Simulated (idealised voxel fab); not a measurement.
The document below concerns the process module designated voxel spacer lines.
FYI the section here is cut, 165 nm wide, cells are 5 nm squares.
Bands, listed from the top down, are how a cross-section gets written in this document; the cross-section itself is a grid of square cells, and a band is one or more rows of them. Read a band's entry like this: the first values are the height of its top and the height of its bottom in nm, and what follows is the sequence of materials from left to right, each with its width in nm. Note that "empty" is empty space, and that a single material marked "full width" reaches across the band from edge to edge. Counting heights begins at 0, where everything beneath is, in the wafer as received, one material. The lowest band has no bottom; it goes on downwards, as "top 0, no bottom" shows. You'd read "30->40" like this: the band's top row of cells is as wide as the first number, its bottom row is as wide as the second, and going down, every row changes width by the same amount as the row before did. What does "nothing different" mean for a step? It means no cell of the cross-section changed in that step. For the entry "Voids, sealed", the listed items are empty spaces with no open way to the top whose size is 8 cells or more; each item follows the pattern width x height at distance, where distance is from the left edge and all three are in nm. Past the settings on a step's line: simulator remark, on that step. The setting "overlay nm" may be written on the line of a step. When the step uses a mask, the value reports how far to the right of the planned place the mask lay, and a negative value reports that it lay to the left.
-- Process steps foreseen in the plan
1. RECEIVE: material Si
2. CONFORMAL_DEP: material Al2O3, thk nm 5
3. DIRECTIONAL_DEP: material polySi, thk nm 15
4. DIRECTIONAL_DEP: material aC, thk nm 25
5. PATTERN: tone cover, mask id MANDREL, material resist, width nm 20, pitch nm 60, thk nm 30, overlay nm 0
6. DIRECTIONAL_ETCH: etch materials aC, depth nm 25
7. STRIP: etch materials resist
8. CONFORMAL_DEP: material SiO2, thk nm 10
9. DIRECTIONAL_ETCH: etch materials SiO2, depth nm 10
10. STRIP: etch materials aC
11. DIRECTIONAL_ETCH: etch materials polySi, depth nm 15
12. STRIP: etch materials SiO2
-- First out of two wafers; run went to plan
-- So this is the incoming wafer in cross-section - it's already been through step 1
> top 0, no bottom | Si full width
> Voids, sealed: none
-- Cross-section of the wafer subsequent to step 2
> top 5, bottom 0 | Al2O3 full width
> All layers under 0 are left as they were.
-- Cross-section of the wafer subsequent to step 3
> top 20, bottom 5 | polySi full width
> All layers under 5 are left as they were.
-- Cross-section of the wafer subsequent to step 4
> top 45, bottom 20 | aC full width
> All layers under 20 are left as they were.
-- Cross-section of the wafer subsequent to step 5
> top 75, bottom 45 | empty=40; resist=20; empty=40; resist=20; empty=45
> All layers under 45 are left as they were.
-- Cross-section of the wafer subsequent to step 6
> top 50, bottom 45 | empty=40; resist=20; empty=40; resist=20; empty=45
> top 45, bottom 20 | empty=40; aC=20; empty=40; aC=20; empty=45
> All layers under 20 are left as they were.
-- Cross-section of the wafer subsequent to step 7
> top 45, bottom 20 | empty=40; aC=20; empty=40; aC=20; empty=45
> All layers under 20 are left as they were.
-- Cross-section of the wafer subsequent to step 8
> top 55, bottom 45 | empty=30; SiO2=40; empty=20; SiO2=40; empty=35
> top 45, bottom 30 | empty=30; SiO2=10; aC=20; SiO2=10; empty=20; SiO2=10; aC=20; SiO2=10; empty=35
> top 30, bottom 20 | SiO2=40; aC=20; SiO2=40; aC=20; SiO2=45
> All layers under 20 are left as they were.
-- Cross-section of the wafer subsequent to step 9
> top 45, bottom 20 | empty=30; SiO2=10; aC=20; SiO2=10; empty=20; SiO2=10; aC=20; SiO2=10; empty=35
> All layers under 20 are left as they were.
-- Cross-section of the wafer subsequent to step 10
> top 45, bottom 20 | empty=30; SiO2=10; empty=20; SiO2=10; empty=20; SiO2=10; empty=20; SiO2=10; empty=35
> All layers under 20 are left as they were.
-- Cross-section of the wafer subsequent to step 11
> top 45, bottom 20 | empty=30; SiO2=10; empty=20; SiO2=10; empty=20; SiO2=10; empty=20; SiO2=10; empty=35
> top 20, bottom 5 | empty=30; polySi=10; empty=20; polySi=10; empty=20; polySi=10; empty=20; polySi=10; empty=35
> All layers under 5 are left as they were.
-- Cross-section of the wafer subsequent to step 12
> top 20, bottom 5 | empty=30; polySi=10; empty=20; polySi=10; empty=20; polySi=10; empty=20; polySi=10; empty=35
> All layers under 5 are left as they were.
-- second wafer: like start, like plan, one mistake. Through step 4 it matches the first wafer
-- Cross-section of the second wafer at the time by which step 5 should have been completed according to the plan
> top 75, bottom 45 | empty=45; resist=20; empty=40; resist=20; empty=40
> All layers under 45 are left as they were.
-- Cross-section of the second wafer at the time by which step 6 should have been completed according to the plan
> top 50, bottom 45 | empty=45; resist=20; empty=40; resist=20; empty=40
> top 45, bottom 20 | empty=45; aC=20; empty=40; aC=20; empty=40
> All layers under 20 are left as they were.
-- Cross-section of the second wafer at the time by which step 7 should have been completed according to the plan
> top 45, bottom 20 | empty=45; aC=20; empty=40; aC=20; empty=40
> All layers under 20 are left as they were.
-- Cross-section of the second wafer at the time by which step 8 should have been completed according to the plan
> top 55, bottom 45 | empty=35; SiO2=40; empty=20; SiO2=40; empty=30
> top 45, bottom 30 | empty=35; SiO2=10; aC=20; SiO2=10; empty=20; SiO2=10; aC=20; SiO2=10; empty=30
> top 30, bottom 20 | SiO2=45; aC=20; SiO2=40; aC=20; SiO2=40
> All layers under 20 are left as they were.
-- Cross-section of the second wafer at the time by which step 9 should have been completed according to the plan
> top 45, bottom 20 | empty=35; SiO2=10; aC=20; SiO2=10; empty=20; SiO2=10; aC=20; SiO2=10; empty=30
> All layers under 20 are left as they were.
-- Cross-section of the second wafer at the time by which step 10 should have been completed according to the plan
> top 45, bottom 20 | empty=35; SiO2=10; empty=20; SiO2=10; empty=20; SiO2=10; empty=20; SiO2=10; empty=30
> All layers under 20 are left as they were.
-- Cross-section of the second wafer at the time by which step 11 should have been completed according to the plan
> top 45, bottom 20 | empty=35; SiO2=10; empty=20; SiO2=10; empty=20; SiO2=10; empty=20; SiO2=10; empty=30
> top 20, bottom 5 | empty=35; polySi=10; empty=20; polySi=10; empty=20; polySi=10; empty=20; polySi=10; empty=30
> All layers under 5 are left as they were.
-- Cross-section of the second wafer at the time by which step 12 should have been completed according to the plan
> top 20, bottom 5 | empty=35; polySi=10; empty=20; polySi=10; empty=20; polySi=10; empty=20; polySi=10; empty=30
> All layers under 5 are left as they were.
Finding, execution versus plan: for step 5, the planned setting was not used; the step was instead run as PATTERN: tone cover, mask id MANDREL, material resist, width nm 20, pitch nm 60, thk nm 30, overlay nm 5
Final wafers compared: equal cell tally per material, rearranged layout.
